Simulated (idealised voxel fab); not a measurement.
Process module under the name voxel capacitor over wiring
FYI the section here is cut, 235 nm wide, cells are 5 nm squares.
Cross-section layout: square cells on a grid; listed as bands, top to bottom; a band spans one or more cell rows.
Within each band entry, the heights of the top and of the bottom of the band appear first, in that order and in nm; the materials of the band then follow from left to right, each with its corresponding width in nm. The designation "edge to edge" on a single material indicates that it fills the band from edge to edge; the designation "blank" indicates empty space.
A quick word on heights: they are counted from 0, and under that level the wafer as it came to us is one material throughout. The lowest band is different from the rest in having no bottom; it simply continues downward, written as in "from 0 down".
Width: "30..40" (first number = top row, second number = bottom row, same change from row to row of cells).
For the purposes of this document, the phrase "remained unchanged" attached to a step denotes that no cell within the cross-section was modified by that step.
Empty spaces counting at least 8 cells and having no open way to the top are listed in "Unvented cavities". The notation width x height at distance is used for each, the distance being from the left edge and all three values in nm.
Past the settings on a step's line: simulator remark, on that step.
overlay nm: mask offset rightward from planned place, masked step; negative means leftward offset.
### Process steps foreseen in the plan
1,RECEIVE (material Si)
2,CONFORMAL_DEP (material SiO2; thk nm 10)
3,DIRECTIONAL_DEP (material TiN; thk nm 5)
4,DIRECTIONAL_DEP (material Ru; thk nm 20)
5,MASKED_ETCH (tone cover; mask id METAL_1; width nm 25; pitch nm 75; etch materials Ru; depth nm 20; overlay nm 0)
6,MASKED_ETCH (tone cover; mask id METAL_1; width nm 25; pitch nm 75; etch materials TiN; depth nm 5; overlay nm 0)
7,FILL_DEP (material lowk; thk nm 5)
8,CMP (height nm 35)
9,CONFORMAL_DEP (material SiCN; thk nm 5)
10,DIRECTIONAL_DEP (material SiO2; thk nm 10)
11,PATTERN (tone open; mask id PLUG_1; material resist; width nm 15; thk nm 20; overlay nm 0)
12,DIRECTIONAL_ETCH (etch materials SiO2; depth nm 10)
13,DIRECTIONAL_ETCH (etch materials SiCN; depth nm 5)
14,STRIP (etch materials resist)
15,CONFORMAL_DEP (material TiN; thk nm 5)
16,FILL_DEP (material Ru; thk nm 5)
17,CMP (height nm 50)
18,DIRECTIONAL_DEP (material TiN; thk nm 10)
19,DIRECTIONAL_DEP (material SiN; thk nm 5)
20,DIRECTIONAL_DEP (material TiN; thk nm 10)
21,MASKED_ETCH (tone cover; mask id UPPER_PLATE; width nm 55; etch materials TiN; depth nm 10; overlay nm 0)
22,MASKED_ETCH (tone cover; mask id UPPER_PLATE; width nm 45; etch materials SiN; depth nm 5; overlay nm 0)
23,PATTERN (tone cover; mask id LOWER_PLATE; material resist; width nm 65; thk nm 20; overlay nm 0)
24,DIRECTIONAL_ETCH (etch materials TiN; depth nm 10)
25,STRIP (etch materials resist)
26,FILL_DEP (material SiO2; thk nm 15)
27,CMP (height nm 85)
28,PATTERN (tone open; mask id PLUG_2; material resist; width nm 15; thk nm 15; overlay nm 0)
29,DIRECTIONAL_ETCH (etch materials SiO2; depth nm 10)
30,STRIP (etch materials resist)
31,CONFORMAL_DEP (material TiN; thk nm 5)
32,FILL_DEP (material Ru; thk nm 5)
33,CMP (height nm 85)
34,CONFORMAL_DEP (material SiN; thk nm 5)
Split variable: width nm, step 22. Plan value = first wafer. Wafers start alike.
### Cross-sectional view of the first of several wafers in the as-received condition, corresponding to the state following step 1
> from 0 down | Si edge to edge
> Unvented cavities: none
### The rows of the table below are wafers. Looking at the end of the module, a row counts, for every material, the cells the wafer has gained, shown as (+), or lost, shown as (-), since it was received; its closed voids come next
width nm 45 | +43 Ru | +44 SiCN | +58 SiN | +446 SiO2 | +70 TiN | +185 lowk | Unvented cavities: none
width nm 50 | +43 Ru | +44 SiCN | +58 SiN | +446 SiO2 | +70 TiN | +185 lowk | Unvented cavities: none
width nm 55 | +43 Ru | +44 SiCN | +58 SiN | +446 SiO2 | +70 TiN | +185 lowk | Unvented cavities: none
width nm 60 | +43 Ru | +44 SiCN | +59 SiN | +445 SiO2 | +70 TiN | +185 lowk | Unvented cavities: none
width nm 65 | +43 Ru | +44 SiCN | +60 SiN | +444 SiO2 | +70 TiN | +185 lowk | Unvented cavities: none
width nm 70 | +43 Ru | +44 SiCN | +61 SiN | +441 SiO2 | +72 TiN | +185 lowk | Unvented cavities: none
